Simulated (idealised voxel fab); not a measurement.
The document below concerns the process module designated voxel capacitor over wiring.
Each square cell in cross-section cut measures 5 nm, and the section as a whole is 215 nm wide.
Cross-section = grid of square cells, listed top down in bands; band = one or more rows.
A band entry consists of two parts. The first gives the height of the band's top and the height of its bottom, in nm. The rest lists the band's materials from left to right, each with its width in nm. A single material labelled with the word "edge to edge" fills the band from edge to edge, and the word "air" marks empty space.
Where do heights start? At 0: under that level the wafer as delivered is made of one material only. And the lowest band has no floor; it just carries on downward, as in "0 and below".
Top row gets the first number, bottom row gets the second, and each row in between changes by the same step: that is how a band width like "30->40" works.
The cross-section has no changed cell in any step marked "nothing got changed".
"Closed empty spaces" specifies each empty space that is not open to the top and that occupies no fewer than 8 cells, using the form width x height at distance, the distance measured from the left edge and all three quantities in nm.
Where a step's line continues beyond its settings, the continuation is a remark by the simulator itself on that step.
"overlay nm" on a masked step: distance the mask lay right of its planned place, negative for left.
[The steps planned for the process are as follows]
1) RECEIVE | material Si
2) CONFORMAL_DEP | material SiO2 | thk nm 15
3) CONFORMAL_DEP | material SiCN | thk nm 5
4) DIRECTIONAL_DEP | material SiO2 | thk nm 20
5) DIRECTIONAL_DEP | material aC | thk nm 15
6) PATTERN | tone open | mask id METAL_1 | material resist | width nm 20 | pitch nm 75 | thk nm 30 | overlay nm 0
7) DIRECTIONAL_ETCH | etch materials aC | depth nm 15
8) STRIP | etch materials resist
9) DIRECTIONAL_ETCH | etch materials SiO2 | depth nm 20
10) DIRECTIONAL_ETCH | etch materials SiCN | depth nm 5
11) STRIP | etch materials aC
12) CONFORMAL_DEP | material TiN | thk nm 5
13) FILL_DEP | material W | thk nm 10
14) CMP | height nm 40
15) EPI | material Ru | thk nm 5
16) FILL_DEP | material SiCN | thk nm 5
17) DIRECTIONAL_DEP | material SiO2 | thk nm 10
18) MASKED_ETCH | tone open | mask id PLUG_1 | width nm 15 | etch materials SiO2 | depth nm 10 | overlay nm 0
19) MASKED_ETCH | tone open | mask id PLUG_1 | width nm 15 | etch materials SiCN | depth nm 5 | overlay nm 0
20) EPI | material Ru | thk nm 10
21) EPI | material Ru | thk nm 5
22) DIRECTIONAL_DEP | material TiN | thk nm 10
23) DIRECTIONAL_DEP | material Al2O3 | thk nm 5
24) DIRECTIONAL_DEP | material TiN | thk nm 5
25) MASKED_ETCH | tone cover | mask id UPPER_PLATE | width nm 60 | etch materials TiN | depth nm 5 | overlay nm 0
26) MASKED_ETCH | tone cover | mask id UPPER_PLATE | width nm 60 | etch materials Al2O3 | depth nm 5 | overlay nm 0
27) PATTERN | tone cover | mask id LOWER_PLATE | material resist | width nm 70 | thk nm 20 | overlay nm 0
28) DIRECTIONAL_ETCH | etch materials TiN | depth nm 10
29) STRIP | etch materials resist
30) FILL_DEP | material SiO2 | thk nm 20
31) CMP | height nm 95
32) MASKED_ETCH | tone open | mask id PLUG_2 | width nm 15 | etch materials SiO2 | depth nm 15 | overlay nm 0
33) CONFORMAL_DEP | material TiN | thk nm 5
34) FILL_DEP | material Ru | thk nm 5
35) CMP | height nm 95
36) CONFORMAL_DEP | material SiCN | thk nm 5
[Step 1 complete: cross-section of the wafer as received]
> 0 and below | Si edge to edge
> Closed empty spaces: none
[Run as planned - first of the two wafers cross-sectioned at the end of the module]
> 100 down to 95 | SiCN edge to edge
> 95 down to 85 | SiO2 75  TiN 5  Ru 5  TiN 5  SiO2 125
> 85 down to 75 | SiO2 75->65  TiN 15->60  SiO2 125->90
> 75 down to 70 | SiO2 65  Al2O3 60  SiO2 90
> 70 down to 60 | SiO2 60  TiN 70  SiO2 85
> 60 down to 50 | SiO2 65  Ru 15  SiO2 135
> 50 down to 45 | SiCN 65  Ru 15  SiCN 135
> 45 down to 40 | SiCN 55  Ru 30  SiCN 45  Ru 30  SiCN 55
> 40 down to 20 | SiO2 60  TiN 5  W 10  TiN 5  SiO2 55  TiN 5  W 10  TiN 5  SiO2 60
> 20 down to 15 | SiCN 60  TiN 20  SiCN 55  TiN 20  SiCN 60
> 15 down to 0 | SiO2 edge to edge
> 0 and below | Si edge to edge
> Closed empty spaces: none
[Now the second wafer, cross-sectioned at the end of the module. Nothing different at the start, nothing different in the plan compared with the first, just one mistake when it was actually run]
> 100 down to 95 | SiCN edge to edge
> 95 down to 85 | SiO2 75  TiN 5  Ru 5  TiN 5  SiO2 125
> 85 down to 75 | SiO2 75->65  TiN 15->60  SiO2 125->90
> 75 down to 70 | SiO2 65  Al2O3 60  SiO2 90
> 70 down to 60 | SiO2 60  TiN 70  SiO2 85
> 60 down to 50 | SiO2 65  Ru 15  SiO2 135
> 50 down to 45 | SiCN 65  Ru 15  SiCN 135
> 45 down to 40 | SiCN 55  Ru 30  SiCN 45  Ru 30  SiCN 55
> 40 down to 25 | SiO2 60  TiN 5  W 10  TiN 5  SiO2 55  TiN 5  W 10  TiN 5  SiO2 60
> 25 down to 20 | SiO2 60  TiN 20  SiO2 55  TiN 20  SiO2 60
> 20 down to 5 | SiO2 edge to edge
> 5 down to 0 | SiCN edge to edge
> 0 and below | Si edge to edge
> Closed empty spaces: none
Deviation noted in wafer processing: plan vs actual: 2 and 3 interchanged
Count the cells at the end and the second wafer has more or fewer of some materials than the first: 8 more of SiCN, 4 fewer of TiN, 4 fewer of W
